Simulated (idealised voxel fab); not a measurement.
Process module, titled voxel plated lines
Section shown: cut. Width: 225 nm. Cell size: 5 nm, square.
Just so we're on the same page, the cross-sections are grids of square cells, and they're listed out in bands top to bottom, each band one or more rows deep. The band entry comprises the height of the band's top followed by the height of its bottom, expressed in nm, and subsequently the band's materials from left to right, each stated together with its width in nm. Where a single material is marked with the word "edge to edge", that material fills the band from edge to edge. The word "air" represents empty space. Height datum 0, below which the as-received substrate wafer is one material. Lowest band open at the bottom, running downward: "0 and below". Think of "30..40" as a width that walks from the first number to the second as you go down the band, top row to bottom row, taking equal-sized steps from row to row. A step reported as "remained unchanged" is a step in which no cell of the cross-section changed. "Cavities, closed": empty spaces of 8 cells or more with no open way to the top, each given as width x height at distance, distance from the left edge, all in nm. after a step's settings: what the simulator itself notes on the step. A step's line can hold "overlay nm"; with a mask on that step, the setting says how far right of the planned place the mask lay, while a negative setting says it lay to the left.

# List of planned process steps
1) RECEIVE (material Si)
2) CONFORMAL_DEP (material Al2O3; thk nm 15)
3) DIRECTIONAL_DEP (material TiN; thk nm 5)
4) PATTERN (tone open; mask id LINES; material resist; width nm 30; pitch nm 55; thk nm 30; overlay nm 0)
5) EPI (material Ru; thk nm 5)
6) EPI (material Ru; thk nm 5)
7) STRIP (etch materials resist)
8) DIRECTIONAL_ETCH (etch materials TiN; depth nm 5)
9) CONFORMAL_DEP (material SiO2; thk nm 10)

# What follows covers the first of two wafers; it ran as planned

# Cross-section of the wafer as it came to us, i.e., already through step 1
> 0 and below = Si edge to edge
> Cavities, closed: none

# After step 2: wafer cross-section
> 15 down to 0 = Al2O3 edge to edge
> Note: structure below 0 unchanged.

# After step 3: wafer cross-section
> 20 down to 15 = TiN edge to edge
> Note: structure below 15 unchanged.

# After step 4: wafer cross-section
> 50 down to 20 = 15 resist | 30 air | 25 resist | 30 air | 25 resist | 30 air | 25 resist | 30 air | 15 resist
> Note: structure below 20 unchanged.

# After step 5: wafer cross-section
> 50 down to 25 = 15 resist | 30 air | 25 resist | 30 air | 25 resist | 30 air | 25 resist | 30 air | 15 resist
> 25 down to 20 = 15 resist | 30 Ru | 25 resist | 30 Ru | 25 resist | 30 Ru | 25 resist | 30 Ru | 15 resist
> Note: structure below 20 unchanged.

# After step 6: wafer cross-section
> 50 down to 30 = 15 resist | 30 air | 25 resist | 30 air | 25 resist | 30 air | 25 resist | 30 air | 15 resist
> 30 down to 20 = 15 resist | 30 Ru | 25 resist | 30 Ru | 25 resist | 30 Ru | 25 resist | 30 Ru | 15 resist
> Note: structure below 20 unchanged.

# After step 7: wafer cross-section
> 30 down to 20 = 15 air | 30 Ru | 25 air | 30 Ru | 25 air | 30 Ru | 25 air | 30 Ru | 15 air
> Note: structure below 20 unchanged.

# After step 8: wafer cross-section
> 30 down to 20 = 15 air | 30 Ru | 25 air | 30 Ru | 25 air | 30 Ru | 25 air | 30 Ru | 15 air
> 20 down to 15 = 15 air | 30 TiN | 25 air | 30 TiN | 25 air | 30 TiN | 25 air | 30 TiN | 15 air
> Note: structure below 15 unchanged.

# After step 9: wafer cross-section
> 40 down to 30 = 5 air | 50 SiO2 | 5 air | 50 SiO2 | 5 air | 50 SiO2 | 5 air | 50 SiO2 | 5 air
> 30 down to 25 = 5 air | 10 SiO2 | 30 Ru | 10 SiO2 | 5 air | 10 SiO2 | 30 Ru | 10 SiO2 | 5 air | 10 SiO2 | 30 Ru | 10 SiO2 | 5 air | 10 SiO2 | 30 Ru | 10 SiO2 | 5 air
> 25 down to 20 = 15 SiO2 | 30 Ru | 25 SiO2 | 30 Ru | 25 SiO2 | 30 Ru | 25 SiO2 | 30 Ru | 15 SiO2
> 20 down to 15 = 15 SiO2 | 30 TiN | 25 SiO2 | 30 TiN | 25 SiO2 | 30 TiN | 25 SiO2 | 30 TiN | 15 SiO2
> Note: structure below 15 unchanged.

# Wafer two. Identical start, identical plan. One mistake in execution. Identical history through step 3

# Cross-sectional representation of the second wafer at the time designated in the plan for the completion of step 4
> 50 down to 20 = 20 resist | 20 air | 35 resist | 20 air | 35 resist | 20 air | 35 resist | 20 air | 20 resist
> Note: structure below 20 unchanged.

# Cross-sectional representation of the second wafer at the time designated in the plan for the completion of step 5
> 50 down to 25 = 20 resist | 20 air | 35 resist | 20 air | 35 resist | 20 air | 35 resist | 20 air | 20 resist
> 25 down to 20 = 20 resist | 20 Ru | 35 resist | 20 Ru | 35 resist | 20 Ru | 35 resist | 20 Ru | 20 resist
> Note: structure below 20 unchanged.

# Cross-sectional representation of the second wafer at the time designated in the plan for the completion of step 6
> 50 down to 30 = 20 resist | 20 air | 35 resist | 20 air | 35 resist | 20 air | 35 resist | 20 air | 20 resist
> 30 down to 20 = 20 resist | 20 Ru | 35 resist | 20 Ru | 35 resist | 20 Ru | 35 resist | 20 Ru | 20 resist
> Note: structure below 20 unchanged.

# Cross-sectional representation of the second wafer at the time designated in the plan for the completion of step 7
> 30 down to 20 = 20 air | 20 Ru | 35 air | 20 Ru | 35 air | 20 Ru | 35 air | 20 Ru | 20 air
> Note: structure below 20 unchanged.

# Cross-sectional representation of the second wafer at the time designated in the plan for the completion of step 8
> 30 down to 20 = 20 air | 20 Ru | 35 air | 20 Ru | 35 air | 20 Ru | 35 air | 20 Ru | 20 air
> 20 down to 15 = 20 air | 20 TiN | 35 air | 20 TiN | 35 air | 20 TiN | 35 air | 20 TiN | 20 air
> Note: structure below 15 unchanged.

# Cross-sectional representation of the second wafer at the time designated in the plan for the completion of step 9
> 40 down to 30 = 10 air | 40 SiO2 | 15 air | 40 SiO2 | 15 air | 40 SiO2 | 15 air | 40 SiO2 | 10 air
> 30 down to 25 = 10 air | 10 SiO2 | 20 Ru | 10 SiO2 | 15 air | 10 SiO2 | 20 Ru | 10 SiO2 | 15 air | 10 SiO2 | 20 Ru | 10 SiO2 | 15 air | 10 SiO2 | 20 Ru | 10 SiO2 | 10 air
> 25 down to 20 = 20 SiO2 | 20 Ru | 35 SiO2 | 20 Ru | 35 SiO2 | 20 Ru | 35 SiO2 | 20 Ru | 20 SiO2
> 20 down to 15 = 20 SiO2 | 20 TiN | 35 SiO2 | 20 TiN | 35 SiO2 | 20 TiN | 35 SiO2 | 20 TiN | 20 SiO2
> Note: structure below 15 unchanged.
Diagnosis: step 4: run off-plan, actual operation and settings PATTERN (tone open; mask id LINES; material resist; width nm 20; pitch nm 55; thk nm 30; overlay nm 0)
Materials where the second wafer ends with more or fewer cells than the first: Ru -16 | TiN -8
